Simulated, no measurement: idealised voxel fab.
Module name: voxel transistor to metal (process module)
Displayed cross-section: cut, width of 205 nm, square cells sized 5 nm.
Format of a cross-section: grid, square cells. Given as bands. Order: top down. Band: one or more rows of cells. Look at the band entry: it leads with the top's height and the bottom's height in nm. Then it lists the materials left to right, with a width in nm for each. The word "full width" on a single material says that material fills the band edge to edge. The word "air" is empty space. We count height from 0. Below that, the starting wafer is all one material. The lowest band never ends at the bottom but goes on down; see "0 down" for how that is written. You'd read "30..40" like this: the band's top row of cells is as wide as the first number, its bottom row is as wide as the second, and going down, every row changes width by the same amount as the row before did. You'll sometimes find "no alterations made" written for a step, and that's the way of saying that nowhere in the cross-section did a cell change during that step. Empty spaces without an open route to the top, at least 8 cells in extent, make up the entry "Closed void table"; each is given as width x height at distance, where the distance is measured from the left edge, and all are in nm. On each step's line, the part that comes after the settings is the simulator's own comment on the step. A step line may carry the setting "overlay nm", which, for steps involving a mask, states the distance by which the mask lay to the right of its intended position; negative values denote displacement to the left.

-- List of planned process steps
1 RECEIVE (material Si)
2 CONFORMAL_DEP (material SiO2; thk nm 5)
3 CONFORMAL_DEP (material SiN; thk nm 15)
4 DIRECTIONAL_DEP (material aC; thk nm 15)
5 PATTERN (tone cover; mask id ACTIVE; material resist; width nm 105; thk nm 30; overlay nm 0)
6 DIRECTIONAL_ETCH (etch materials aC; depth nm 15)
7 STRIP (etch materials resist)
8 DIRECTIONAL_ETCH (etch materials SiN; depth nm 15)
9 DIRECTIONAL_ETCH (etch materials SiO2; depth nm 5)
10 DIRECTIONAL_ETCH (etch materials Si; depth nm 35)
11 STRIP (etch materials aC)
12 FILL_DEP (material SiO2; thk nm 15)
13 CMP (height nm 20)
14 SELECTIVE_ETCH (etch materials SiO2; depth nm 15)
15 STRIP (etch materials SiN)
16 SELECTIVE_ETCH (etch materials SiO2; depth nm 5)
17 OXIDIZE (depth nm 5)
18 DIRECTIONAL_DEP (material polySi; thk nm 20)
19 DIRECTIONAL_DEP (material SiCN; thk nm 10)
20 MASKED_ETCH (tone cover; mask id GATE; width nm 25; etch materials SiCN; depth nm 20; overlay nm 0)
21 MASKED_ETCH (tone cover; mask id GATE; width nm 25; etch materials polySi; depth nm 30; overlay nm 0)
22 CONFORMAL_DEP (material SiO2; thk nm 5)
23 DIRECTIONAL_ETCH (etch materials SiO2; depth nm 5)
24 CONFORMAL_DEP (material SiN; thk nm 10)
25 DIRECTIONAL_ETCH (etch materials SiN; depth nm 10)
26 DIRECTIONAL_ETCH (etch materials SiO2; depth nm 5)
27 DIRECTIONAL_ETCH (etch materials Si; depth nm 15)
28 EPI (material nSi; thk nm 15)
29 FILL_DEP (material SiO2; thk nm 5)
30 CMP (height nm 30)
31 DIRECTIONAL_DEP (material SiO2; thk nm 15)
32 PATTERN (tone open; mask id CONTACT; material resist; width nm 25; pitch nm 60; thk nm 20; overlay nm 0)
33 DIRECTIONAL_ETCH (etch materials SiO2; depth nm 35)
34 STRIP (etch materials resist)
35 CONFORMAL_DEP (material TiN; thk nm 5)
36 FILL_DEP (material Ru; thk nm 5)
37 CMP (height nm 45)
38 DIRECTIONAL_DEP (material TiN; thk nm 5)
39 DIRECTIONAL_DEP (material Ru; thk nm 20)
40 PATTERN (tone cover; mask id METAL_1; material resist; width nm 15; pitch nm 70; thk nm 20; overlay nm 0)
41 DIRECTIONAL_ETCH (etch materials Ru; depth nm 20)
42 DIRECTIONAL_ETCH (etch materials TiN; depth nm 5)
43 STRIP (etch materials resist)
44 CONFORMAL_DEP (material SiN; thk nm 5)
45 FILL_DEP (material SiO2; thk nm 5)
46 CMP (height nm 70)
47 CONFORMAL_DEP (material SiN; thk nm 5)

-- Cross-section of the wafer upon arrival, representing the state reached after step 1
  0 down: Si full width
  Closed void table: none

-- Cross-sectional result after module completion. Note: starting condition and plan are unchanged from above; one processing mistake was made
  75 to 70: SiN full width
  70 to 50: Ru: 60  SiN: 5  SiO2: 5  SiN: 5  Ru: 55  SiN: 5  SiO2: 5  SiN: 5  Ru: 60
  50 to 45: TiN: 60  SiN: 15  TiN: 55  SiN: 15  TiN: 60
  45 to 35: SiO2: 60  TiN: 5  Ru: 15  TiN: 5  SiO2: 35  TiN: 5  Ru: 15  TiN: 5  SiO2: 60
  35 to 30: SiO2: 60  TiN: 5  Ru: 5  TiN: 15  SiO2: 35  TiN: 15  Ru: 5  TiN: 5  SiO2: 60
  30 to 20: SiO2: 60  TiN: 5  Ru: 5  TiN: 5  SiN: 10  SiO2: 5  SiCN: 25  SiO2: 5  SiN: 10  TiN: 5  Ru: 5  TiN: 5  SiO2: 60
  20 to 15: SiO2: 60  TiN: 5  Ru: 5  TiN: 5  SiN: 10  SiO2: 5  polySi: 25  SiO2: 5  SiN: 10  TiN: 5  Ru: 5  TiN: 5  SiO2: 60
  15 to 10: SiO2: 60  TiN: 15  SiN: 10  SiO2: 5  polySi: 25  SiO2: 5  SiN: 10  TiN: 15  SiO2: 60
  10 to 0: SiO2: 60  nSi: 15  SiN: 10  SiO2: 5  polySi: 25  SiO2: 5  SiN: 10  nSi: 15  SiO2: 60
  0 to -5: SiO2: 60  nSi: 15  SiO2: 55  nSi: 15  SiO2: 60
  -5 to -20: SiO2: 50  nSi: 25  Si: 55  nSi: 25  SiO2: 50
  -20 to -35: SiO2: 50  Si: 105  SiO2: 50
  -35 down: Si full width
  Closed void table: none
Want to know what went wrong? it should be noted that step 40 was executed with settings other than those planned, the operation and settings actually applied being PATTERN (tone open; mask id METAL_1; material resist; width nm 15; pitch nm 70; thk nm 20; overlay nm 0)
